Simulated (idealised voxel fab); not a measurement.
process module | voxel capacitor over wiring
cross-section cut | 300 nm wide | cells 5 nm
A cross-section is a grid of square cells, given in bands from the top down. A band is one or more rows of cells.
Each band's line starts with the height of the band's top and of its bottom, in nm. Then come its materials from left to right, each with its width in nm. One material with "throughout" fills the band from edge to edge. "air" is empty space.
Height 0 is the level under which the wafer as received is all one material. The lowest band goes on downwards, as in "0 down".
A width such as "30 to 40" changes by the same amount from each row of cells to the next, from the band's top row to its bottom row.
"no change" after a step means that no cell of the cross-section changed.
closed voids: empty space of 8 cells or more with no open way to the top, each as width x height at its distance from the left edge, in nm
after a step's settings: what the simulator itself notes on the step
overlay nm, on a step with a mask: how far to the right of its planned place the mask lay; to the left if negative
plan
1 op RECEIVE | material Si
2 op CONFORMAL_DEP | material SiO2 | thk nm 15
3 op DIRECTIONAL_DEP | material TiN | thk nm 5
4 op DIRECTIONAL_DEP | material Ru | thk nm 20
5 op PATTERN | tone cover | mask id METAL_1 | material resist | width nm 20 | pitch nm 75 | thk nm 20 | overlay nm 0
6 op DIRECTIONAL_ETCH | etch materials Ru | depth nm 20
7 op DIRECTIONAL_ETCH | etch materials TiN | depth nm 5
8 op STRIP | etch materials resist
9 op FILL_DEP | material SiO2 | thk nm 5
10 op CMP | height nm 40
11 op CONFORMAL_DEP | material SiCN | thk nm 5
12 op DIRECTIONAL_DEP | material lowk | thk nm 20
13 op MASKED_ETCH | tone open | mask id PLUG_1 | width nm 15 | etch materials lowk | depth nm 20 | overlay nm 0
14 op MASKED_ETCH | tone open | mask id PLUG_1 | width nm 15 | etch materials SiCN | depth nm 5 | overlay nm 0
15 op EPI | material Ru | thk nm 10
16 op EPI | material Ru | thk nm 10
17 op EPI | material Ru | thk nm 5
18 op DIRECTIONAL_DEP | material TiN | thk nm 5
19 op DIRECTIONAL_DEP | material SiN | thk nm 5
20 op DIRECTIONAL_DEP | material TiN | thk nm 10
21 op PATTERN | tone cover | mask id UPPER_PLATE | material resist | width nm 60 | thk nm 20 | overlay nm 0
22 op DIRECTIONAL_ETCH | etch materials TiN | depth nm 10
23 op DIRECTIONAL_ETCH | etch materials SiN | depth nm 5
24 op STRIP | etch materials resist
25 op MASKED_ETCH | tone cover | mask id LOWER_PLATE | width nm 70 | etch materials TiN | depth nm 5 | overlay nm 0
26 op FILL_DEP | material SiO2 | thk nm 15
27 op CMP | height nm 95
28 op PATTERN | tone open | mask id PLUG_2 | material resist | width nm 15 | thk nm 15 | overlay nm 0
29 op DIRECTIONAL_ETCH | etch materials SiO2 | depth nm 10
30 op STRIP | etch materials resist
31 op CONFORMAL_DEP | material TiN | thk nm 5
32 op FILL_DEP | material W | thk nm 10
33 op CMP | height nm 95
34 op CONFORMAL_DEP | material SiCN | thk nm 5
as received, after step 1
  0 down: Si throughout
  closed voids: none
first wafer at the end, as planned
  100 to 95: SiCN throughout
  95 to 90: SiO2 115 | TiN 5 | W 5 | TiN 5 | SiO2 170
  90 to 85: SiO2 115 | TiN 15 | SiO2 170
  85 to 75: SiO2 105 | TiN 60 | SiO2 135
  75 to 70: SiO2 105 | SiN 60 | SiO2 135
  70 to 65: SiO2 100 | TiN 70 | SiO2 130
  65 to 45: lowk 105 | Ru 15 | lowk 180
  45 to 40: SiCN 105 | Ru 15 | SiCN 180
  40 to 20: SiO2 100 | Ru 20 | SiO2 55 | Ru 20 | SiO2 105
  20 to 15: SiO2 100 | TiN 20 | SiO2 55 | TiN 20 | SiO2 105
  15 to 0: SiO2 throughout
  0 down: Si throughout
  closed voids: none
second wafer at the end: like start, like plan, one mistake
  100 to 95: SiCN throughout
  95 to 90: SiO2 115 | TiN 5 | W 5 | TiN 5 | SiO2 170
  90 to 85: SiO2 115 | TiN 15 | SiO2 170
  85 to 75: SiO2 105 | TiN 60 | SiO2 135
  75 to 70: SiO2 105 | SiN 60 | SiO2 135
  70 to 65: SiO2 100 | TiN 70 | SiO2 130
  65 to 45: lowk 100 | Ru 25 | lowk 175
  45 to 40: SiCN 105 | Ru 15 | SiCN 180
  40 to 20: SiO2 100 | Ru 20 | SiO2 55 | Ru 20 | SiO2 105
  20 to 15: SiO2 100 | TiN 20 | SiO2 55 | TiN 20 | SiO2 105
  15 to 0: SiO2 throughout
  0 down: Si throughout
  closed voids: none
what went wrong: step 13 ran as: op MASKED_ETCH | tone open | mask id PLUG_1 | width nm 25 | etch materials lowk | depth nm 20 | overlay nm 0
at the end the second wafer has, in cells: 8 more of Ru | 8 fewer of lowk
